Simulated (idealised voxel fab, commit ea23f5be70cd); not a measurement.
A process module follows: voxel tone inversion.
Section cut is 180 nm wide and gridded with 5 nm square cells.
If you're reading a cross-section in this doc, picture square cells in a grid; it comes to you as bands, top ones listed first down to the bottom, and a band can be one or more rows of cells. First you get the band's top height and its bottom height, in nm, and then the materials it's made of, left to right, with each width in nm. If you see a single material with "all across", that one covers the band edge to edge. "empty" is empty space. Height reference: 0 = level under which incoming wafer is all one material. Lowest band: no bottom, runs on downward, e.g. "from 0 down". Width: "30->40" (first number = top row, second number = bottom row, same change from row to row of cells). Any step labelled "no modifications" changed none of the cells in the cross-section. The label "Enclosed internal voids" introduces a list of the empty spaces, 8 cells or larger, that have no open way up to the top; each entry in it reads width x height at distance, where the distance is taken from the left edge and all three are stated in nm. On each step's line, the part that comes after the settings is the simulator's own comment on the step. A step's line can hold "overlay nm"; with a mask on that step, the setting says how far right of the planned place the mask lay, while a negative setting says it lay to the left.

Below is the list of planned process steps:
1 RECEIVE with material Si
2 CONFORMAL_DEP with material SiCN, thk nm 10
3 DIRECTIONAL_DEP with material polySi, thk nm 25
4 PATTERN with tone cover, mask id POSTS, material resist, width nm 15, pitch nm 35, thk nm 30, overlay nm 0
5 DIRECTIONAL_ETCH with etch materials polySi, depth nm 25
6 STRIP with etch materials resist
7 FILL_DEP with material SiO2, thk nm 5
8 CMP with height nm 35
9 STRIP with etch materials polySi
10 CONFORMAL_DEP with material TiN, thk nm 5
11 FILL_DEP with material W, thk nm 10
12 CMP with height nm 35
13 CONFORMAL_DEP with material SiCN, thk nm 5

So this is the incoming wafer in cross-section - it's already been through step 1:
  from 0 down: Si all across
  Enclosed internal voids: none

Post-module cross-section of the first of two wafers (run per plan):
  from 40 to 35: SiCN all across
  from 35 to 15: SiO2: 65 / TiN: 5 / W: 5 / TiN: 5 / SiO2: 20 / TiN: 5 / W: 5 / TiN: 5 / SiO2: 65
  from 15 to 10: SiO2: 65 / TiN: 15 / SiO2: 20 / TiN: 15 / SiO2: 65
  from 10 to 0: SiCN all across
  from 0 down: Si all across
  Enclosed internal voids: none

second wafer at the end: like start, like plan, one mistake:
  from 40 to 25: SiCN all across
  from 25 to 0: polySi all across
  from 0 down: Si all across
  Enclosed internal voids: none
Misprocessing identified: steps 2 and 3: order swapped relative to plan
Heads up, by the end the second wafer has more or fewer cells of some materials compared to the first: SiO2: 150 fewer | TiN: 22 fewer | W: 8 fewer | polySi: 180 more
